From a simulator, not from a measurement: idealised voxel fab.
process module | voxel released beams
cross-section cut | 140 nm wide | cells 5 nm
A cross-section is a grid of square cells, given in bands from the top down. A band is one or more rows of cells.
Each band's line starts with the height of the band's top and of its bottom, in nm. Then come its materials from left to right, each with its width in nm. One material with "throughout" fills the band from edge to edge. "air" is empty space.
Height 0 is the level under which the wafer as received is all one material. The lowest band goes on downwards, as in "0 down".
A width such as "30 to 40" changes by the same amount from each row of cells to the next, from the band's top row to its bottom row.
"no change" after a step means that no cell of the cross-section changed.
closed voids: empty space of 8 cells or more with no open way to the top, each as width x height at its distance from the left edge, in nm
after a step's settings: what the simulator itself notes on the step
overlay nm, on a step with a mask: how far to the right of its planned place the mask lay; to the left if negative
plan
1 op RECEIVE | material Si
2 op CONFORMAL_DEP | material Al2O3 | thk nm 5
3 op DIRECTIONAL_DEP | material SiO2 | thk nm 15
4 op PATTERN | tone open | mask id ANCHOR | material resist | width nm 30 | thk nm 15 | overlay nm 0
5 op DIRECTIONAL_ETCH | etch materials SiO2 | depth nm 15
6 op STRIP | etch materials resist
7 op CONFORMAL_DEP | material W | thk nm 10
8 op MASKED_ETCH | tone cover | mask id BEAM | width nm 85 | etch materials W | depth nm 10 | overlay nm 0
9 op STRIP | etch materials SiO2
first wafer, as planned
as received, after step 1
  0 down: Si throughout
  closed voids: none
after step 2
  5 to 0: Al2O3 throughout
  below 0: unchanged
after step 3
  20 to 5: SiO2 throughout
  below 5: unchanged
after step 4
  35 to 20: resist 30 | air 30 | resist 80
  below 20: unchanged
after step 5
  35 to 20: resist 30 | air 30 | resist 80
  20 to 5: SiO2 30 | air 30 | SiO2 80
  below 5: unchanged
after step 6
  20 to 5: SiO2 30 | air 30 | SiO2 80
  below 5: unchanged
after step 7
  30 to 20: W 40 | air 10 | W 90
  20 to 15: SiO2 30 | W 10 | air 10 | W 10 | SiO2 80
  15 to 5: SiO2 30 | W 30 | SiO2 80
  below 5: unchanged
after step 8
  30 to 20: air 25 | W 15 | air 10 | W 60 | air 30
  below 20: unchanged
after step 9
  30 to 20: air 25 | W 15 | air 10 | W 60 | air 30
  20 to 15: air 30 | W 10 | air 10 | W 10 | air 80
  15 to 5: air 30 | W 30 | air 80
  below 5: unchanged
second wafer: like start, like plan, one mistake. Through step 1 it matches the first wafer
when step 2 should have ended
  5 to 0: SiO2 throughout
  below 0: unchanged
when step 3 should have ended
  20 to 0: SiO2 throughout
  below 0: unchanged
when step 4 should have ended
  35 to 20: resist 30 | air 30 | resist 80
  below 20: unchanged
when step 5 should have ended
  35 to 20: resist 30 | air 30 | resist 80
  20 to 5: SiO2 30 | air 30 | SiO2 80
  below 5: unchanged
when step 6 should have ended
  20 to 5: SiO2 30 | air 30 | SiO2 80
  below 5: unchanged
when step 7 should have ended
  30 to 20: W 40 | air 10 | W 90
  20 to 15: SiO2 30 | W 10 | air 10 | W 10 | SiO2 80
  15 to 5: SiO2 30 | W 30 | SiO2 80
  below 5: unchanged
when step 8 should have ended
  30 to 20: air 25 | W 15 | air 10 | W 60 | air 30
  below 20: unchanged
when step 9 should have ended
  0 down: Si throughout
what went wrong: step 2 ran as: op CONFORMAL_DEP | material SiO2 | thk nm 5
at the end the second wafer has, in cells: 28 fewer of Al2O3 | 46 fewer of W
